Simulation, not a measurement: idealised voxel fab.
Process module in this document: voxel tone inversion
It is cross-section cut that appears here, measuring 280 nm in width, its square cells being 5 nm in size.
A cross-section in this document is a grid of square cells, and it is written down as bands, the top band listed before the ones below it; a band is made up of one or more rows of cells. Top, bottom (nm), then materials left to right with widths (nm); lone material tagged "edge to edge" fills the whole band edge to edge; "air" = empty space. For the purposes of this specification, 0 denotes the height below which the wafer in its as-received condition is composed wholly of one material, and the lowermost band, lacking a lower limit, extends downward without end, as expressed in "0..down". It should be noted that a width expressed as "30 to 40" varies in equal increments from row to row of cells within the band, taking the value of the first number at the top row and that of the second number at the bottom row. A step reported as "nothing was modified" is a step in which no cell of the cross-section changed. Closed empty spaces (no open way to the top) of 8 cells or more are what "Voids lacking openings" lists, each as width x height at distance from the left edge, nm for all three. Read whatever lies past the settings on a step's line as the simulator's own remark about the step. A step's line can hold "overlay nm"; with a mask on that step, the setting says how far right of the planned place the mask lay, while a negative setting says it lay to the left.
### Steps planned for the process
| 1 | RECEIVE,material Si |
| 2 | CONFORMAL_DEP,material SiCN,thk nm 10 |
| 3 | DIRECTIONAL_DEP,material aC,thk nm 20 |
| 4 | PATTERN,tone cover,mask id POSTS,material resist,width nm 15,pitch nm 30,thk nm 30,overlay nm 0 |
| 5 | DIRECTIONAL_ETCH,etch materials aC,depth nm 20 |
| 6 | STRIP,etch materials resist |
| 7 | FILL_DEP,material SiO2,thk nm 5 |
| 8 | CMP,height nm 30 |
| 9 | STRIP,etch materials aC |
### So this is the incoming wafer in cross-section - it's already been through step 1
    0..down = Si edge to edge
    Voids lacking openings: none
### Run as planned - first of the two wafers cross-sectioned at the end of the module
    30..10 = SiO2 100 | air 15 | SiO2 15 | air 15 | SiO2 15 | air 15 | SiO2 105
    10..0 = SiCN edge to edge
    0..down = Si edge to edge
    Voids lacking openings: none
### Cross-section at end of module for the second wafer of two, which matched the first in starting point and plan and differed by one mistake in its processing
    30..10 = SiO2 95 | air 15 | SiO2 15 | air 15 | SiO2 15 | air 15 | SiO2 110
    10..0 = SiCN edge to edge
    0..down = Si edge to edge
    Voids lacking openings: none
Deviation from plan: step 4: run off-plan, actual operation and settings PATTERN,tone cover,mask id POSTS,material resist,width nm 15,pitch nm 30,thk nm 30,overlay nm -5
In the final comparison it is observed that the number of cells assigned to each material is identical for the two wafers, whereas their placement is not.
